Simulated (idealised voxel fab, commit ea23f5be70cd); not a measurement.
A process module follows: voxel gate over fins.
Cross-sectional view cut (width: 165 nm; square cell size: 5 nm).
Cross-section, as written here: a square-cell grid given band by band from the top down, where a band holds one or more rows of cells.
The band entry comprises the height of the band's top followed by the height of its bottom, expressed in nm, and subsequently the band's materials from left to right, each stated together with its width in nm. Where a single material is marked with the word "full width", that material fills the band from edge to edge. The word "empty" represents empty space.
Heights are measured from 0, the level below which the as-received wafer is all one material; the lowest band has no bottom and continues downward, written as in "0 -> down".
Per-row width for "30 to 40": begins at first number (top row of band), ends at second number (bottom row), increment between rows held constant.
Basically "changes: none" means that step didn't change any cell in the cross-section.
What "Enclosed internal voids" gives you is every empty space of 8 cells or more that is cut off from the top. Each appears as width x height at distance, with the distance taken from the left edge and width, height and distance all in nm.
Step line, after settings: the simulator's comment on this step.
"overlay nm" denotes, for a step that has a mask, the displacement of the mask to the right of its planned place, with negative values corresponding to the left.

# Listed below are the process steps as planned
- 1: RECEIVE with material Si
- 2: CONFORMAL_DEP with material SiN, thk nm 5
- 3: PATTERN with tone cover, mask id FINS, material resist, width nm 15, pitch nm 60, thk nm 20, overlay nm 0
- 4: DIRECTIONAL_ETCH with etch materials SiN, depth nm 5
- 5: DIRECTIONAL_ETCH with etch materials Si, depth nm 30
- 6: STRIP with etch materials resist
- 7: OXIDIZE with depth nm 5
- 8: FILL_DEP with material SiO2, thk nm 5
- 9: CMP with height nm 5
- 10: MASKED_ETCH with tone open, mask id RAIL, width nm 15, etch materials SiO2, depth nm 30, overlay nm 0
- 11: CONFORMAL_DEP with material TiN, thk nm 5
- 12: FILL_DEP with material W, thk nm 10
- 13: CMP with height nm 5
- 14: SELECTIVE_ETCH with etch materials W Ru TiN, depth nm 15
- 15: FILL_DEP with material SiO2, thk nm 5
- 16: CMP with height nm 5
- 17: SELECTIVE_ETCH with etch materials SiO2, depth nm 20
- 18: STRIP with etch materials SiN
- 19: CONFORMAL_DEP with material HfO2, thk nm 5
- 20: CONFORMAL_DEP with material TiN, thk nm 5
- 21: FILL_DEP with material W, thk nm 15
- 22: CMP with height nm 20
- 23: CONFORMAL_DEP with material SiN, thk nm 10
For clarity, it should be stated that the wafers under discussion commence in an identical condition and differ with respect to the depth nm of step 14, the plan indicating the value that the first wafer had.

# Cut through the first of several wafers as received, post step 1
    0 -> down: Si full width
    Enclosed internal voids: none

# Depicted here is the first of several wafers in cross-section, at module completion following the last step, step 23
    30 -> 20: SiN full width
    20 -> 10: W full width
    10 -> 5: 10 nm W | 25 nm TiN | 35 nm W | 25 nm TiN | 35 nm W | 25 nm TiN | 10 nm W
    5 -> 0: 10 nm W | 5 nm TiN | 15 nm HfO2 | 5 nm TiN | 35 nm W | 5 nm TiN | 15 nm HfO2 | 5 nm TiN | 35 nm W | 5 nm TiN | 15 nm HfO2 | 5 nm TiN | 10 nm W
    0 -> -5: 10 nm W | 5 nm TiN | 5 nm HfO2 | 5 nm Si | 5 nm HfO2 | 45 nm TiN | 5 nm HfO2 | 5 nm Si | 5 nm HfO2 | 5 nm TiN | 35 nm W | 5 nm TiN | 5 nm HfO2 | 5 nm Si | 5 nm HfO2 | 5 nm TiN | 10 nm W
    -5 -> -10: 15 nm TiN | 5 nm HfO2 | 5 nm Si | 5 nm HfO2 | 10 nm TiN | 25 nm HfO2 | 10 nm TiN | 5 nm HfO2 | 5 nm Si | 5 nm HfO2 | 45 nm TiN | 5 nm HfO2 | 5 nm Si | 5 nm HfO2 | 15 nm TiN
    -10 -> -15: 20 nm HfO2 | 5 nm Si | 20 nm HfO2 | 5 nm TiN | 5 nm W | 5 nm TiN | 20 nm HfO2 | 5 nm Si | 55 nm HfO2 | 5 nm Si | 20 nm HfO2
    -15 -> -20: 20 nm SiO2 | 5 nm Si | 20 nm SiO2 | 5 nm TiN | 5 nm W | 5 nm TiN | 20 nm SiO2 | 5 nm Si | 55 nm SiO2 | 5 nm Si | 20 nm SiO2
    -20 -> -25: 20 nm SiO2 | 5 nm Si | 20 nm SiO2 | 15 nm TiN | 20 nm SiO2 | 5 nm Si | 55 nm SiO2 | 5 nm Si | 20 nm SiO2
    -25 -> -35: 20 nm SiO2 | 5 nm Si | 55 nm SiO2 | 5 nm Si | 55 nm SiO2 | 5 nm Si | 20 nm SiO2
    -35 -> down: Si full width
    Enclosed internal voids: none

# The last wafer as seen in cross-section at the end of the module
    30 -> 20: SiN full width
    20 -> 10: W full width
    10 -> 5: 10 nm W | 25 nm TiN | 35 nm W | 25 nm TiN | 35 nm W | 25 nm TiN | 10 nm W
    5 -> 0: 10 nm W | 5 nm TiN | 15 nm HfO2 | 5 nm TiN | 35 nm W | 5 nm TiN | 15 nm HfO2 | 5 nm TiN | 35 nm W | 5 nm TiN | 15 nm HfO2 | 5 nm TiN | 10 nm W
    0 -> -5: 10 nm W | 5 nm TiN | 5 nm HfO2 | 5 nm Si | 5 nm HfO2 | 5 nm TiN | 35 nm W | 5 nm TiN | 5 nm HfO2 | 5 nm Si | 5 nm HfO2 | 5 nm TiN | 35 nm W | 5 nm TiN | 5 nm HfO2 | 5 nm Si | 5 nm HfO2 | 5 nm TiN | 10 nm W
    -5 -> -10: 15 nm TiN | 5 nm HfO2 | 5 nm Si | 5 nm HfO2 | 45 nm TiN | 5 nm HfO2 | 5 nm Si | 5 nm HfO2 | 45 nm TiN | 5 nm HfO2 | 5 nm Si | 5 nm HfO2 | 15 nm TiN
    -10 -> -15: 20 nm HfO2 | 5 nm Si | 55 nm HfO2 | 5 nm Si | 55 nm HfO2 | 5 nm Si | 20 nm HfO2
    -15 -> -35: 20 nm SiO2 | 5 nm Si | 55 nm SiO2 | 5 nm Si | 55 nm SiO2 | 5 nm Si | 20 nm SiO2
    -35 -> down: Si full width
    Enclosed internal voids: none

# Where each wafer stands at the end of the module, a row apiece: cells of each material gained (+) or lost (-) since it was received, then closed voids
depth nm 15 | +53 HfO2 | -210 Si | +66 SiN | +114 SiO2 | +60 TiN | +115 W | Enclosed internal voids: none
depth nm 20 | +51 HfO2 | -210 Si | +66 SiN | +114 SiO2 | +56 TiN | +121 W | Enclosed internal voids: none
depth nm 25 | +51 HfO2 | -210 Si | +66 SiN | +117 SiO2 | +54 TiN | +120 W | Enclosed internal voids: none
depth nm 30 | +51 HfO2 | -210 Si | +66 SiN | +120 SiO2 | +51 TiN | +120 W | Enclosed internal voids: none
depth nm 35 | +51 HfO2 | -210 Si | +66 SiN | +120 SiO2 | +51 TiN | +120 W | Enclosed internal voids: none
depth nm 40 | +51 HfO2 | -210 Si | +66 SiN | +120 SiO2 | +51 TiN | +120 W | Enclosed internal voids: none
